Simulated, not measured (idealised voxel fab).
process module | voxel self aligned contacts
cross-section cut | 205 nm wide | cells 5 nm
A cross-section is a grid of square cells, given in bands from the top down. A band is one or more rows of cells.
Each band's line starts with the height of the band's top and of its bottom, in nm. Then come its materials from left to right, each with its width in nm. One material with "throughout" fills the band from edge to edge. "air" is empty space.
Height 0 is the level under which the wafer as received is all one material. The lowest band goes on downwards, as in "0 down".
A width such as "30 to 40" changes by the same amount from each row of cells to the next, from the band's top row to its bottom row.
"no change" after a step means that no cell of the cross-section changed.
closed voids: empty space of 8 cells or more with no open way to the top, each as width x height at its distance from the left edge, in nm
after a step's settings: what the simulator itself notes on the step
overlay nm, on a step with a mask: how far to the right of its planned place the mask lay; to the left if negative
plan
1 op RECEIVE | material Si
2 op OXIDIZE | depth nm 5
3 op DIRECTIONAL_DEP | material polySi | thk nm 30
4 op DIRECTIONAL_DEP | material SiN | thk nm 20
5 op MASKED_ETCH | tone cover | mask id GATE | width nm 25 | pitch nm 50 | etch materials SiN | depth nm 20 | overlay nm 0
6 op MASKED_ETCH | tone cover | mask id GATE | width nm 25 | pitch nm 50 | etch materials polySi | depth nm 30 | overlay nm -15
7 op CONFORMAL_DEP | material SiN | thk nm 5
8 op DIRECTIONAL_ETCH | etch materials SiN | depth nm 5
9 op FILL_DEP | material SiO2 | thk nm 10
10 op CMP | height nm 55
11 op DIRECTIONAL_DEP | material aC | thk nm 10
12 op PATTERN | tone open | mask id CONTACT | material resist | width nm 35 | thk nm 25 | overlay nm 0
13 op DIRECTIONAL_ETCH | etch materials aC | depth nm 10
14 op STRIP | etch materials resist
15 op DIRECTIONAL_ETCH | etch materials SiO2 | depth nm 60
16 op STRIP | etch materials aC
17 op CONFORMAL_DEP | material TiN | thk nm 5
18 op FILL_DEP | material W | thk nm 10
19 op CMP | height nm 55
20 op CONFORMAL_DEP | material SiCN | thk nm 5
varied across the wafers: overlay nm of step 6. The plan shows the first wafer's value. All wafers start alike
first wafer as received, after step 1
  0 down: Si throughout
  closed voids: none
each wafer at the end: cells of each material gained (+) or lost (-) since it was received, then its closed voids
overlay nm -15 | -41 Si | +41 SiCN | +80 SiN | +297 SiO2 | +15 TiN | +4 W | +96 polySi | closed voids: none
overlay nm -10 | -41 Si | +41 SiCN | +80 SiN | +302 SiO2 | +22 TiN | +4 W | +84 polySi | closed voids: none
overlay nm -5 | -41 Si | +41 SiCN | +80 SiN | +307 SiO2 | +29 TiN | +4 W | +72 polySi | closed voids: none
overlay nm 0 | -41 Si | +41 SiCN | +80 SiN | +312 SiO2 | +29 TiN | +11 W | +60 polySi | closed voids: none
overlay nm 5 | -41 Si | +41 SiCN | +80 SiN | +307 SiO2 | +29 TiN | +4 W | +72 polySi | closed voids: none
overlay nm 10 | -41 Si | +41 SiCN | +80 SiN | +302 SiO2 | +22 TiN | +4 W | +84 polySi | closed voids: none
overlay nm 15 | -41 Si | +41 SiCN | +80 SiN | +297 SiO2 | +15 TiN | +4 W | +96 polySi | closed voids: none
